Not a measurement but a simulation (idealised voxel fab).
Process module name: voxel spacer lines
FYI the section here is cut, 300 nm wide, cells are 5 nm squares.
Reading order for cross-sections: top band down to bottom band. Underlying form: a grid of square cells. Band size: one or more rows of cells.
Band: top and bottom heights (nm) first, top before bottom; then materials from left to right, widths in nm. "edge to edge" marks a sole material filling the band edge to edge. "air" denotes empty space.
For the purposes of this specification, 0 denotes the height below which the wafer in its as-received condition is composed wholly of one material, and the lowermost band, lacking a lower limit, extends downward without end, as expressed in "0 down".
Note: "30 to 40" means the width goes from the first number (top row of the band) to the second number (bottom row) in equal steps per row of cells.
It should be understood that the words "nothing altered", when stated for a given step, signify that the cross-section underwent no change in any of its cells during that step.
The entry "Enclosed internal voids" lists the empty spaces that cover at least 8 cells and have no open path to the top. Each is written as width x height at distance, where the distance is measured from the left edge and all three values are in nm.
Step line, after settings: the simulator's comment on this step.
overlay nm, on a step with a mask: how far to the right of its planned place the mask lay; to the left if negative

-- This section lists the process steps that were planned
step 1: RECEIVE (material Si)
step 2: CONFORMAL_DEP (material Al2O3; thk nm 10)
step 3: DIRECTIONAL_DEP (material TiN; thk nm 15)
step 4: DIRECTIONAL_DEP (material aC; thk nm 30)
step 5: PATTERN (tone cover; mask id MANDREL; material resist; width nm 15; pitch nm 60; thk nm 35; overlay nm 0)
step 6: DIRECTIONAL_ETCH (etch materials aC; depth nm 30)
step 7: STRIP (etch materials resist)
step 8: CONFORMAL_DEP (material SiO2; thk nm 10)
step 9: DIRECTIONAL_ETCH (etch materials SiO2; depth nm 10)
step 10: STRIP (etch materials aC)
step 11: DIRECTIONAL_ETCH (etch materials TiN; depth nm 15)
step 12: STRIP (etch materials SiO2)
For this document, wafers share an identical start and vary in the step 5 width nm; the plan quotes the first wafer's value.

-- This is how the first of several wafers looked in cross-section when it arrived, which is after step 1
* 0 down: Si edge to edge
* Enclosed internal voids: none

-- Once step 12, the last step, is complete, the module is at its end; this is the cross-section of the first of several wafers
* 25 to 10: 75 nm air, 10 nm TiN, 15 nm air, 10 nm TiN, 25 nm air, 10 nm TiN, 15 nm air, 10 nm TiN, 25 nm air, 10 nm TiN, 15 nm air, 10 nm TiN, 70 nm air
* 10 to 0: Al2O3 edge to edge
* 0 down: Si edge to edge
* Enclosed internal voids: none

-- Cross-section at module completion, last wafer
* 25 to 10: 65 nm air, 10 nm TiN, 35 nm air, 10 nm TiN, 5 nm air, 10 nm TiN, 35 nm air, 10 nm TiN, 5 nm air, 10 nm TiN, 35 nm air, 10 nm TiN, 60 nm air
* 10 to 0: Al2O3 edge to edge
* 0 down: Si edge to edge
* Enclosed internal voids: none

-- For your reference, the table is organized with a row per wafer; each row reflects the wafer at the end of the module, indicating for each material the cells gained (+) or lost (-) since receipt, and thereafter its closed voids
width nm 15, +120 Al2O3, +36 TiN, Enclosed internal voids: none
width nm 20, +120 Al2O3, +36 TiN, Enclosed internal voids: none
width nm 25, +120 Al2O3, +36 TiN, Enclosed internal voids: none
width nm 30, +120 Al2O3, +36 TiN, Enclosed internal voids: none
width nm 35, +120 Al2O3, +36 TiN, Enclosed internal voids: none
